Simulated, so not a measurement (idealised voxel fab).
Process module heading - voxel spacer lines
Xsec cut, 165 nm wide, square cell size 5 nm.
Cross-section format: a grid of square cells, given as bands from top to bottom; each band is one or more rows of cells.
A band entry consists of two parts. The first gives the height of the band's top and the height of its bottom, in nm. The rest lists the band's materials from left to right, each with its width in nm. A single material labelled with the word "full width" fills the band from edge to edge, and the word "air" marks empty space.
The reference from which all heights are counted is 0, the level beneath which the as-received wafer is entirely one material; the lowest band, having no lower bound, proceeds downward and is written after the example "0 nm and below".
Note: "30->40" means the width goes from the first number (top row of the band) to the second number (bottom row) in equal steps per row of cells.
"changes: none" -> step changed no cross-section cell.
In the "Enclosed voids" entry, you get each enclosed empty space of 8 cells or more, one with no open way to the top, written width x height at distance, distance from the left edge, in nm.
Step line, after settings: the simulator's comment on this step.
"overlay nm" on a masked step: distance the mask lay right of its planned place, negative for left.

# Here's what the planned process steps look like
1: RECEIVE, material Si
2: CONFORMAL_DEP, material Al2O3, thk nm 5
3: DIRECTIONAL_DEP, material polySi, thk nm 20
4: DIRECTIONAL_DEP, material aC, thk nm 30
5: PATTERN, tone cover, mask id MANDREL, material resist, width nm 20, pitch nm 70, thk nm 35, overlay nm -15
6: DIRECTIONAL_ETCH, etch materials aC, depth nm 30
7: STRIP, etch materials resist
8: CONFORMAL_DEP, material SiO2, thk nm 15
9: DIRECTIONAL_ETCH, etch materials SiO2, depth nm 15
10: STRIP, etch materials aC
11: DIRECTIONAL_ETCH, etch materials polySi, depth nm 20
12: STRIP, etch materials SiO2
Heads up: all these wafers start the same, and what changes between them is the overlay nm in step 5. The value you see in the plan is just what the first wafer got.

# So this is the first of several wafers, cross-sectioned as it came to us, meaning it's at the end of step 1
  0 nm and below  Si full width
  Enclosed voids: none

# The table below has one row for each wafer; a row shows, as of the end of the module, how many cells of each material the wafer has gained, marked (+), or lost, marked (-), since it was received, and then the wafer's closed voids
overlay nm -15 | +33 Al2O3 | +48 polySi | Enclosed voids: none
overlay nm -10 | +33 Al2O3 | +48 polySi | Enclosed voids: none
overlay nm -5 | +33 Al2O3 | +48 polySi | Enclosed voids: none
overlay nm 0 | +33 Al2O3 | +48 polySi | Enclosed voids: none
overlay nm 5 | +33 Al2O3 | +48 polySi | Enclosed voids: none
overlay nm 10 | +33 Al2O3 | +48 polySi | Enclosed voids: none
overlay nm 15 | +33 Al2O3 | +48 polySi | Enclosed voids: none
